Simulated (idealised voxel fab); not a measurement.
This is a process module. Its name is voxel self aligned contacts.
Displayed cross-section: cut, width of 240 nm, square cells sized 5 nm.
Cross-section = grid of square cells, listed top down in bands; band = one or more rows. Heights first: top, then bottom, in nm. Then materials, left to right, each with a width in nm. "full width" on a single material: fills the band edge to edge. "empty": empty space. Heights are reckoned from 0. Under this level, the received wafer is all of one material. The bottommost band is open-ended downward, for example "z 0 and below". Quick explanation for "30..40": the width changes in equal steps down the rows of cells, from the first number in the band's top row to the second number in its bottom row. You'll sometimes find "no alterations made" written for a step, and that's the way of saying that nowhere in the cross-section did a cell change during that step. Reported under the label "Unvented cavities" are the empty spaces having no open way to the top and comprising 8 cells or more; the notation for each is width x height at distance, in which the distance is measured from the left edge and all three values are in nm. Note: text after step settings on the step line = simulator remark on that step. Each step line may optionally specify "overlay nm", which for a step with a mask gives the rightward distance between the mask's planned place and where it lay, a negative value indicating the leftward direction.
## These are the steps we planned for the process
1: op RECEIVE | material Si
2: op OXIDIZE | depth nm 5
3: op DIRECTIONAL_DEP | material polySi | thk nm 30
4: op DIRECTIONAL_DEP | material SiN | thk nm 20
5: op PATTERN | tone cover | mask id GATE | material resist | width nm 25 | pitch nm 70 | thk nm 20 | overlay nm 0
6: op DIRECTIONAL_ETCH | etch materials SiN | depth nm 20
7: op DIRECTIONAL_ETCH | etch materials polySi | depth nm 30
8: op STRIP | etch materials resist
9: op CONFORMAL_DEP | material SiN | thk nm 10
10: op DIRECTIONAL_ETCH | etch materials SiN | depth nm 10
11: op FILL_DEP | material SiO2 | thk nm 10
12: op CMP | height nm 55
13: op PATTERN | tone open | mask id CONTACT | material resist | width nm 55 | thk nm 15 | overlay nm 0
14: op DIRECTIONAL_ETCH | etch materials SiO2 | depth nm 60
15: op STRIP | etch materials resist
16: op CONFORMAL_DEP | material TiN | thk nm 5
17: op FILL_DEP | material W | thk nm 10
18: op CMP | height nm 55
19: op CONFORMAL_DEP | material SiCN | thk nm 5
## First wafer of two (run as planned)
## as received, after step 1
- z 0 and below: Si full width
- Unvented cavities: none
## Wafer after step 2 (cross-section)
- z 0 to -5: SiO2 full width
- Below -5 it's all the same as before, nothing changed down there.
## Wafer after step 3 (cross-section)
- z 30 to 0: polySi full width
- Below 0 it's all the same as before, nothing changed down there.
## Wafer after step 4 (cross-section)
- z 50 to 30: SiN full width
- Below 30 it's all the same as before, nothing changed down there.
## Wafer after step 5 (cross-section)
- z 70 to 50: empty: 70  resist: 25  empty: 45  resist: 25  empty: 75
- Below 50 it's all the same as before, nothing changed down there.
## Wafer after step 6 (cross-section)
- z 70 to 50: empty: 70  resist: 25  empty: 45  resist: 25  empty: 75
- z 50 to 30: empty: 70  SiN: 25  empty: 45  SiN: 25  empty: 75
- Below 30 it's all the same as before, nothing changed down there.
## Wafer after step 7 (cross-section)
- z 70 to 50: empty: 70  resist: 25  empty: 45  resist: 25  empty: 75
- z 50 to 30: empty: 70  SiN: 25  empty: 45  SiN: 25  empty: 75
- z 30 to 0: empty: 70  polySi: 25  empty: 45  polySi: 25  empty: 75
- Below 0 it's all the same as before, nothing changed down there.
## Wafer after step 8 (cross-section)
- z 50 to 30: empty: 70  SiN: 25  empty: 45  SiN: 25  empty: 75
- Below 30 it's all the same as before, nothing changed down there.
## Wafer after step 9 (cross-section)
- z 60 to 30: empty: 60  SiN: 45  empty: 25  SiN: 45  empty: 65
- z 30 to 10: empty: 60  SiN: 10  polySi: 25  SiN: 10  empty: 25  SiN: 10  polySi: 25  SiN: 10  empty: 65
- z 10 to 0: SiN: 70  polySi: 25  SiN: 45  polySi: 25  SiN: 75
- Below 0 it's all the same as before, nothing changed down there.
## Wafer after step 10 (cross-section)
- z 50 to 30: empty: 60  SiN: 45  empty: 25  SiN: 45  empty: 65
- z 30 to 0: empty: 60  SiN: 10  polySi: 25  SiN: 10  empty: 25  SiN: 10  polySi: 25  SiN: 10  empty: 65
- Below 0 it's all the same as before, nothing changed down there.
## Wafer after step 11 (cross-section)
- z 60 to 50: SiO2 full width
- z 50 to 30: SiO2: 60  SiN: 45  SiO2: 25  SiN: 45  SiO2: 65
- z 30 to 0: SiO2: 60  SiN: 10  polySi: 25  SiN: 10  SiO2: 25  SiN: 10  polySi: 25  SiN: 10  SiO2: 65
- Below 0 it's all the same as before, nothing changed down there.
## Wafer after step 12 (cross-section)
- z 55 to 50: SiO2 full width
- Below 50 it's all the same as before, nothing changed down there.
## Wafer after step 13 (cross-section)
- z 70 to 55: resist: 90  empty: 55  resist: 95
- Below 55 it's all the same as before, nothing changed down there.
## Wafer after step 14 (cross-section)
- z 70 to 55: resist: 90  empty: 55  resist: 95
- z 55 to 50: SiO2: 90  empty: 55  SiO2: 95
- z 50 to 30: SiO2: 60  SiN: 45  empty: 25  SiN: 45  SiO2: 65
- z 30 to 0: SiO2: 60  SiN: 10  polySi: 25  SiN: 10  empty: 25  SiN: 10  polySi: 25  SiN: 10  SiO2: 65
- z 0 to -5: SiO2: 105  empty: 25  SiO2: 110
- Below -5 it's all the same as before, nothing changed down there.
## Wafer after step 15 (cross-section)
- z 55 to 50: SiO2: 90  empty: 55  SiO2: 95
- Below 50 it's all the same as before, nothing changed down there.
## Wafer after step 16 (cross-section)
- z 60 to 55: TiN: 95  empty: 45  TiN: 100
- z 55 to 50: SiO2: 90  TiN: 20  empty: 15  TiN: 20  SiO2: 95
- z 50 to 30: SiO2: 60  SiN: 45  TiN: 5  empty: 15  TiN: 5  SiN: 45  SiO2: 65
- z 30 to 0: SiO2: 60  SiN: 10  polySi: 25  SiN: 10  TiN: 5  empty: 15  TiN: 5  SiN: 10  polySi: 25  SiN: 10  SiO2: 65
- z 0 to -5: SiO2: 105  TiN: 25  SiO2: 110
- Below -5 it's all the same as before, nothing changed down there.
## Wafer after step 17 (cross-section)
- z 70 to 60: W full width
- z 60 to 55: TiN: 95  W: 45  TiN: 100
- z 55 to 50: SiO2: 90  TiN: 20  W: 15  TiN: 20  SiO2: 95
- z 50 to 30: SiO2: 60  SiN: 45  TiN: 5  W: 15  TiN: 5  SiN: 45  SiO2: 65
- z 30 to 0: SiO2: 60  SiN: 10  polySi: 25  SiN: 10  TiN: 5  W: 15  TiN: 5  SiN: 10  polySi: 25  SiN: 10  SiO2: 65
- Below 0 it's all the same as before, nothing changed down there.
## Wafer after step 18 (cross-section)
- z 55 to 50: SiO2: 90  TiN: 20  W: 15  TiN: 20  SiO2: 95
- Below 50 it's all the same as before, nothing changed down there.
## Wafer after step 19 (cross-section)
- z 60 to 55: SiCN full width
- Below 55 it's all the same as before, nothing changed down there.
## Now the other wafer: same start, same recipe, but we messed up one thing when running it. Up to and including step 1 it's the same as the first one
Second wafer, sectioned view, at step 2's planned end time: no alterations made
## Second wafer, sectioned view, at step 3's planned end time
- z 30 to 0: polySi full width
- Below 0 it's all the same as before, nothing changed down there.
## Second wafer, sectioned view, at step 4's planned end time
- z 50 to 30: SiN full width
- Below 30 it's all the same as before, nothing changed down there.
## Second wafer, sectioned view, at step 5's planned end time
- z 70 to 50: empty: 70  resist: 25  empty: 45  resist: 25  empty: 75
- Below 50 it's all the same as before, nothing changed down there.
## Second wafer, sectioned view, at step 6's planned end time
- z 70 to 50: empty: 70  resist: 25  empty: 45  resist: 25  empty: 75
- z 50 to 30: empty: 70  SiN: 25  empty: 45  SiN: 25  empty: 75
- Below 30 it's all the same as before, nothing changed down there.
## Second wafer, sectioned view, at step 7's planned end time
- z 70 to 50: empty: 70  resist: 25  empty: 45  resist: 25  empty: 75
- z 50 to 30: empty: 70  SiN: 25  empty: 45  SiN: 25  empty: 75
- z 30 to 0: empty: 70  polySi: 25  empty: 45  polySi: 25  empty: 75
- Below 0 it's all the same as before, nothing changed down there.
## Second wafer, sectioned view, at step 8's planned end time
- z 50 to 30: empty: 70  SiN: 25  empty: 45  SiN: 25  empty: 75
- Below 30 it's all the same as before, nothing changed down there.
## Second wafer, sectioned view, at step 9's planned end time
- z 60 to 30: empty: 60  SiN: 45  empty: 25  SiN: 45  empty: 65
- z 30 to 10: empty: 60  SiN: 10  polySi: 25  SiN: 10  empty: 25  SiN: 10  polySi: 25  SiN: 10  empty: 65
- z 10 to 0: SiN: 70  polySi: 25  SiN: 45  polySi: 25  SiN: 75
- Below 0 it's all the same as before, nothing changed down there.
## Second wafer, sectioned view, at step 10's planned end time
- z 50 to 30: empty: 60  SiN: 45  empty: 25  SiN: 45  empty: 65
- z 30 to 0: empty: 60  SiN: 10  polySi: 25  SiN: 10  empty: 25  SiN: 10  polySi: 25  SiN: 10  empty: 65
- Below 0 it's all the same as before, nothing changed down there.
## Second wafer, sectioned view, at step 11's planned end time
- z 60 to 50: SiO2 full width
- z 50 to 30: SiO2: 60  SiN: 45  SiO2: 25  SiN: 45  SiO2: 65
- z 30 to 0: SiO2: 60  SiN: 10  polySi: 25  SiN: 10  SiO2: 25  SiN: 10  polySi: 25  SiN: 10  SiO2: 65
- Below 0 it's all the same as before, nothing changed down there.
## Second wafer, sectioned view, at step 12's planned end time
- z 55 to 50: SiO2 full width
- Below 50 it's all the same as before, nothing changed down there.
## Second wafer, sectioned view, at step 13's planned end time
- z 70 to 55: resist: 90  empty: 55  resist: 95
- Below 55 it's all the same as before, nothing changed down there.
## Second wafer, sectioned view, at step 14's planned end time
- z 70 to 55: resist: 90  empty: 55  resist: 95
- z 55 to 50: SiO2: 90  empty: 55  SiO2: 95
- z 50 to 30: SiO2: 60  SiN: 45  empty: 25  SiN: 45  SiO2: 65
- z 30 to 0: SiO2: 60  SiN: 10  polySi: 25  SiN: 10  empty: 25  SiN: 10  polySi: 25  SiN: 10  SiO2: 65
- Below 0 it's all the same as before, nothing changed down there.
## Second wafer, sectioned view, at step 15's planned end time
- z 55 to 50: SiO2: 90  empty: 55  SiO2: 95
- Below 50 it's all the same as before, nothing changed down there.
## Second wafer, sectioned view, at step 16's planned end time
- z 60 to 55: TiN: 95  empty: 45  TiN: 100
- z 55 to 50: SiO2: 90  TiN: 20  empty: 15  TiN: 20  SiO2: 95
- z 50 to 30: SiO2: 60  SiN: 45  TiN: 5  empty: 15  TiN: 5  SiN: 45  SiO2: 65
- z 30 to 5: SiO2: 60  SiN: 10  polySi: 25  SiN: 10  TiN: 5  empty: 15  TiN: 5  SiN: 10  polySi: 25  SiN: 10  SiO2: 65
- z 5 to 0: SiO2: 60  SiN: 10  polySi: 25  SiN: 10  TiN: 25  SiN: 10  polySi: 25  SiN: 10  SiO2: 65
- Below 0 it's all the same as before, nothing changed down there.
## Second wafer, sectioned view, at step 17's planned end time
- z 70 to 60: W full width
- z 60 to 55: TiN: 95  W: 45  TiN: 100
- z 55 to 50: SiO2: 90  TiN: 20  W: 15  TiN: 20  SiO2: 95
- z 50 to 30: SiO2: 60  SiN: 45  TiN: 5  W: 15  TiN: 5  SiN: 45  SiO2: 65
- z 30 to 5: SiO2: 60  SiN: 10  polySi: 25  SiN: 10  TiN: 5  W: 15  TiN: 5  SiN: 10  polySi: 25  SiN: 10  SiO2: 65
- Below 5 it's all the same as before, nothing changed down there.
## Second wafer, sectioned view, at step 18's planned end time
- z 55 to 50: SiO2: 90  TiN: 20  W: 15  TiN: 20  SiO2: 95
- Below 50 it's all the same as before, nothing changed down there.
## Second wafer, sectioned view, at step 19's planned end time
- z 60 to 55: SiCN full width
- Below 55 it's all the same as before, nothing changed down there.
Deviation from plan: step 2 of the plan never got run, it was skipped over
FYI, end of process, the second wafer has more or fewer cells of some materials than the first: +48 Si; -43 SiO2; -2 TiN; -3 W
